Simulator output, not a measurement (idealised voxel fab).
The process module presented herein is designated voxel fin reveal.
Cross-section cut spans 215 nm and uses square cells 5 nm in size.
Notation: cross-section as square-cell grid; stated in bands, top first, going down; one or more cell rows per band.
Basically the band line says how high the top is and how high the bottom is, in nm, and then what's in it from left to right, every material with its width in nm. Empty space shows up as "empty", and if a single material carries "edge to edge" it runs the full band edge to edge.
Convention: height 0 is the level below which the wafer, as received, is all one material. The lowest band does not terminate at the bottom but continues downward, represented as "z 0 and below".
Per-row width for "30..40": begins at first number (top row of band), ends at second number (bottom row), increment between rows held constant.
Any step labelled "stayed the same" changed none of the cells in the cross-section.
"Fully sealed cavities" lists enclosed empty spaces (at least 8 cells, no open path upward to the top), each as width x height at distance from the left edge, in nm.
after a step's settings: what the simulator itself notes on the step
overlay nm: for a step with a mask, the amount by which the mask lay right of where it was planned; a negative amount means left of it.
THE PLANNED PROCESS STEPS ARE ENUMERATED HEREUNDER
| 1 | RECEIVE,material Si |
| 2 | CONFORMAL_DEP,material SiN,thk nm 5 |
| 3 | PATTERN,tone cover,mask id FINS,material resist,width nm 15,pitch nm 40,thk nm 15,overlay nm 0 |
| 4 | DIRECTIONAL_ETCH,etch materials SiN,depth nm 5 |
| 5 | DIRECTIONAL_ETCH,etch materials Si,depth nm 40 |
| 6 | STRIP,etch materials resist |
| 7 | FILL_DEP,material SiO2,thk nm 15 |
| 8 | CMP,height nm 5 |
| 9 | SELECTIVE_ETCH,etch materials SiO2,depth nm 15 |
| 10 | STRIP,etch materials SiN |
STEP 1 COMPLETE: CROSS-SECTION OF THE WAFER AS RECEIVED
- z 0 and below | Si edge to edge
- Fully sealed cavities: none
STARTING STRUCTURE AND PROCESS PLAN ARE AS SHOWN ABOVE, BUT ONE MISTAKE WAS MADE IN RUNNING THE MODULE; THE WAFER CROSS-SECTION AT THE END OF THE MODULE FOLLOWS
- z -5 to -20 | 60 empty, then 15 Si, then 25 empty, then 15 Si, then 25 empty, then 15 Si, then 60 empty
- z -20 to -40 | 60 SiO2, then 15 Si, then 25 SiO2, then 15 Si, then 25 SiO2, then 15 Si, then 60 SiO2
- z -40 and below | Si edge to edge
- Fully sealed cavities: none
Diagnosis: step 8 did not use the planned setting and instead ran as CMP,height nm -5
